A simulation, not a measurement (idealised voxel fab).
Documented hereafter: the process module known as voxel released beams.
Each square cell in cross-section cut measures 5 nm, and the section as a whole is 245 nm wide.
Think of the cross-section as a grid of square cells. We describe it in bands, top to bottom, and each band covers one or more rows of those cells.
Read a band's entry like this: the first values are the height of its top and the height of its bottom in nm, and what follows is the sequence of materials from left to right, each with its width in nm. Note that "empty" is empty space, and that a single material marked "edge to edge" reaches across the band from edge to edge.
We count height from 0. Below that, the starting wafer is all one material. The lowest band never ends at the bottom but goes on down; see "top 0, no bottom" for how that is written.
The two numbers in a width such as "30..40" mark its ends across the band: the first belongs to the top row of cells, the second to the bottom row, and from each row to the next the width moves by the same amount.
When a step is marked "remained unchanged", none of the cells in the cross-section changed during that step.
This entry, "Sealed-off cavities", enumerates those empty regions of no fewer than 8 cells that possess no open connection to the top. Each region is reported in the form width x height at distance, the distance being taken from the left edge, with all three quantities expressed in nm.
Step line, after settings: the simulator's comment on this step.
overlay nm: step with mask; distance mask lay right of planned place; negative value = left of planned place.
Process steps - plan
1. RECEIVE,material Si
2. CONFORMAL_DEP,material Al2O3,thk nm 5
3. DIRECTIONAL_DEP,material SiO2,thk nm 15
4. MASKED_ETCH,tone open,mask id ANCHOR,width nm 25,etch materials SiO2,depth nm 15,overlay nm 0
5. CONFORMAL_DEP,material polySi,thk nm 10
6. MASKED_ETCH,tone cover,mask id BEAM,width nm 70,etch materials polySi,depth nm 10,overlay nm 0
7. STRIP,etch materials SiO2
Wafer as received: cross-section following step 1
	top 0, no bottom  Si edge to edge
	Sealed-off cavities: none
Wafer cross-section at end of module: start and plan as shown above, one execution error
	top 20, bottom 15  empty 85 | polySi 15 | empty 5 | polySi 50 | empty 90
	top 15, bottom 5  empty 85..90 | polySi 70..25 | empty 90..130
	top 5, bottom 0  Al2O3 edge to edge
	top 0, no bottom  Si edge to edge
	Sealed-off cavities: none
Here's what went sideways: heads up, step 3 didn't go per plan, it actually ran as DIRECTIONAL_DEP,material SiO2,thk nm 5
